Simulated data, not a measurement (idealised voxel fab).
Herein follows the process module entitled voxel capacitor over wiring.
Section cut is 165 nm wide and gridded with 5 nm square cells.
A cross-section is written here as square cells arranged in a grid, and it is given in bands from the top down, each band taking up one or more rows of cells. Heights first: top, then bottom, in nm. Then materials, left to right, each with a width in nm. "full width" on a single material: fills the band edge to edge. "blank": empty space. Convention: height 0 is the level below which the wafer, as received, is all one material. The lowest band does not terminate at the bottom but continues downward, represented as "0 -> down". Width: "30->40" (first number = top row, second number = bottom row, same change from row to row of cells). Where a step carries "nothing altered", the cross-section came out of it unchanged, cell for cell. Each empty space that has no open way to the top and spans at least 8 cells appears under "Closed void entries" as width x height at distance, the distance counted from the left edge, all in nm. What comes after the settings on a step's line is commentary from the simulator itself on that step. overlay nm: for a step with a mask, the amount by which the mask lay right of where it was planned; a negative amount means left of it.

## Here's what the planned process steps look like
1: RECEIVE (material Si)
2: CONFORMAL_DEP (material SiO2; thk nm 15)
3: DIRECTIONAL_DEP (material TiN; thk nm 5)
4: DIRECTIONAL_DEP (material W; thk nm 15)
5: PATTERN (tone cover; mask id METAL_1; material resist; width nm 30; pitch nm 90; thk nm 20; overlay nm 0)
6: DIRECTIONAL_ETCH (etch materials W; depth nm 15)
7: DIRECTIONAL_ETCH (etch materials TiN; depth nm 5)
8: STRIP (etch materials resist)
9: CONFORMAL_DEP (material SiN; thk nm 5)
10: FILL_DEP (material lowk; thk nm 5)
11: CMP (height nm 35)
12: CONFORMAL_DEP (material SiCN; thk nm 5)
13: DIRECTIONAL_DEP (material lowk; thk nm 10)
14: PATTERN (tone open; mask id PLUG_1; material resist; width nm 15; thk nm 15; overlay nm 0)
15: DIRECTIONAL_ETCH (etch materials lowk; depth nm 10)
16: DIRECTIONAL_ETCH (etch materials SiCN; depth nm 5)
17: STRIP (etch materials resist)
18: CONFORMAL_DEP (material TiN; thk nm 5)
19: FILL_DEP (material Cu; thk nm 5)
20: CMP (height nm 50)
21: DIRECTIONAL_DEP (material TiN; thk nm 10)
22: DIRECTIONAL_DEP (material SiN; thk nm 5)
23: DIRECTIONAL_DEP (material TiN; thk nm 5)
24: MASKED_ETCH (tone cover; mask id UPPER_PLATE; width nm 65; etch materials TiN; depth nm 5; overlay nm 0)
25: MASKED_ETCH (tone cover; mask id UPPER_PLATE; width nm 65; etch materials SiN; depth nm 5; overlay nm 0)
26: DIRECTIONAL_DEP (material aC; thk nm 10)
27: PATTERN (tone cover; mask id LOWER_PLATE; material resist; width nm 75; thk nm 30; overlay nm 0)
28: DIRECTIONAL_ETCH (etch materials aC; depth nm 10)
29: STRIP (etch materials resist)
30: DIRECTIONAL_ETCH (etch materials TiN; depth nm 10)
31: STRIP (etch materials aC)
32: FILL_DEP (material SiO2; thk nm 20)
33: CMP (height nm 85)
34: DIRECTIONAL_DEP (material aC; thk nm 10)
35: PATTERN (tone open; mask id PLUG_2; material resist; width nm 15; thk nm 25; overlay nm 0)
36: DIRECTIONAL_ETCH (etch materials aC; depth nm 10)
37: STRIP (etch materials resist)
38: DIRECTIONAL_ETCH (etch materials SiO2; depth nm 15)
39: STRIP (etch materials aC)
40: CONFORMAL_DEP (material TiN; thk nm 5)
41: FILL_DEP (material Cu; thk nm 10)
42: CMP (height nm 85)
43: CONFORMAL_DEP (material SiN; thk nm 5)

## As-received wafer cross-section (after step 1)
- 0 -> down  Si full width
- Closed void entries: none

## As-planned run: cross-section of the first of two wafers at end of module
- 90 -> 85  SiN full width
- 85 -> 75  45 SiO2, 5 TiN, 5 Cu, 5 TiN, 105 SiO2
- 75 -> 65  45->35 SiO2, 15->65 TiN, 105->65 SiO2
- 65 -> 60  35 SiO2, 65 SiN, 65 SiO2
- 60 -> 50  30 SiO2, 75 TiN, 60 SiO2
- 50 -> 40  35 lowk, 5 TiN, 5 Cu, 5 TiN, 115 lowk
- 40 -> 35  35 SiCN, 15 TiN, 115 SiCN
- 35 -> 20  15 lowk, 5 SiN, 30 W, 5 SiN, 50 lowk, 5 SiN, 30 W, 5 SiN, 20 lowk
- 20 -> 15  20 SiN, 30 TiN, 60 SiN, 30 TiN, 25 SiN
- 15 -> 0  SiO2 full width
- 0 -> down  Si full width
- Closed void entries: none

## Cross-section of the latter of the two wafers at module completion. It had an identical start and an identical plan to the former; in running it, one mistake was made
- 90 -> 85  SiN full width
- 85 -> 75  45 SiO2, 5 TiN, 5 Cu, 5 TiN, 105 SiO2
- 75 -> 65  45->35 SiO2, 15->65 TiN, 105->65 SiO2
- 65 -> 60  35 SiO2, 65 SiN, 65 SiO2
- 60 -> 50  30 SiO2, 75 TiN, 60 SiO2
- 50 -> 40  35 lowk, 5 TiN, 5 Cu, 5 TiN, 115 lowk
- 40 -> 35  35 SiCN, 15 TiN, 115 SiCN
- 35 -> 20  SiN full width
- 20 -> 15  TiN full width
- 15 -> 0  SiO2 full width
- 0 -> down  Si full width
- Closed void entries: none
Plan not followed: step 4 did not happen as planned, as run it was DIRECTIONAL_DEP (material SiN; thk nm 15)
Final cells, second wafer relative to first, materials higher or lower: SiN +66; TiN +21; W -36; lowk -51
